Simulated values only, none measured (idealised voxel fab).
Module name: voxel released beams (process module)
Square cell edge 5 nm, section width 145 nm, ID cut.
Think of the cross-section as a grid of square cells. We describe it in bands, top to bottom, and each band covers one or more rows of those cells. Quick guide to a band line: top height, bottom height (nm) up front; then every material left to right with its width in nm. Only one material and it's marked "edge to edge"? Then it fills the band edge to edge. And "empty" just means empty space. Convention: height 0 is the level below which the wafer, as received, is all one material. The lowest band does not terminate at the bottom but continues downward, represented as "0 -> down". Quick explanation for "30 to 40": the width changes in equal steps down the rows of cells, from the first number in the band's top row to the second number in its bottom row. "nothing got changed" (step): cross-section cells unchanged, all of them. Heads up: "Enclosed internal voids" only lists the empty pockets with no open path to the top that are 8 cells or more, and it writes them as width x height at distance, distance from the left edge, in nm. The remark found on a step's line after its settings is issued by the simulator itself and pertains to that step. A step's line can hold "overlay nm"; with a mask on that step, the setting says how far right of the planned place the mask lay, while a negative setting says it lay to the left.

**The following list gives the planned process steps**
- 1: op RECEIVE | material Si
- 2: op CONFORMAL_DEP | material Al2O3 | thk nm 10
- 3: op DIRECTIONAL_DEP | material SiO2 | thk nm 10
- 4: op MASKED_ETCH | tone open | mask id ANCHOR | width nm 40 | etch materials SiO2 | depth nm 10 | overlay nm 0
- 5: op CONFORMAL_DEP | material SiN | thk nm 15
- 6: op MASKED_ETCH | tone cover | mask id BEAM | width nm 85 | etch materials SiN | depth nm 15 | overlay nm 0
- 7: op STRIP | etch materials SiO2

**So, the first of our two wafers, run just as we planned it**

**Incoming wafer in cross-section (state: after step 1)**
  0 -> down | Si edge to edge
  Enclosed internal voids: none

**Sectional view: wafer, after step 2**
  10 -> 0 | Al2O3 edge to edge
  Below 0, the layers are the same as they were.

**Sectional view: wafer, after step 3**
  20 -> 10 | SiO2 edge to edge
  Below 10, the layers are the same as they were.

**Sectional view: wafer, after step 4**
  20 -> 10 | SiO2=30; empty=40; SiO2=75
  Below 10, the layers are the same as they were.

**Sectional view: wafer, after step 5**
  35 -> 25 | SiN=45; empty=10; SiN=90
  25 -> 20 | SiN edge to edge
  20 -> 10 | SiO2=30; SiN=40; SiO2=75
  Below 10, the layers are the same as they were.

**Sectional view: wafer, after step 6**
  35 -> 25 | empty=25; SiN=20; empty=10; SiN=55; empty=35
  25 -> 20 | empty=25; SiN=85; empty=35
  Below 20, the layers are the same as they were.

**Sectional view: wafer, after step 7**
  35 -> 25 | empty=25; SiN=20; empty=10; SiN=55; empty=35
  25 -> 20 | empty=25; SiN=85; empty=35
  20 -> 10 | empty=30; SiN=40; empty=75
  Below 10, the layers are the same as they were.

**It is to be noted that the second wafer proceeded from the same initial state and according to the same plan as the first, although one mistake was committed in its execution; through step 1, inclusive, the two wafers share an identical history**

**Look at the second wafer in cross-section at the time step 2 ought to have finished**
  10 -> 0 | SiN edge to edge
  Below 0, the layers are the same as they were.

**Look at the second wafer in cross-section at the time step 3 ought to have finished**
  20 -> 10 | SiO2 edge to edge
  Below 10, the layers are the same as they were.

**Look at the second wafer in cross-section at the time step 4 ought to have finished**
  20 -> 10 | SiO2=30; empty=40; SiO2=75
  Below 10, the layers are the same as they were.

**Look at the second wafer in cross-section at the time step 5 ought to have finished**
  35 -> 25 | SiN=45; empty=10; SiN=90
  25 -> 20 | SiN edge to edge
  20 -> 10 | SiO2=30; SiN=40; SiO2=75
  Below 10, the layers are the same as they were.

**Look at the second wafer in cross-section at the time step 6 ought to have finished**
  35 -> 25 | empty=25; SiN=20; empty=10; SiN=55; empty=35
  25 -> 20 | empty=25; SiN=85; empty=35
  Below 20, the layers are the same as they were.

**Look at the second wafer in cross-section at the time step 7 ought to have finished**
  35 -> 25 | empty=25; SiN=20; empty=10; SiN=55; empty=35
  25 -> 20 | empty=25; SiN=85; empty=35
  20 -> 10 | empty=30; SiN=40; empty=75
  Below 10, the layers are the same as they were.
Plan not followed: step 2 did not use the planned setting and instead ran as op CONFORMAL_DEP | material SiN | thk nm 10
Final difference in cells, second wafer against first, listed per material as more or fewer: Al2O3: 58 fewer; SiN: 58 more
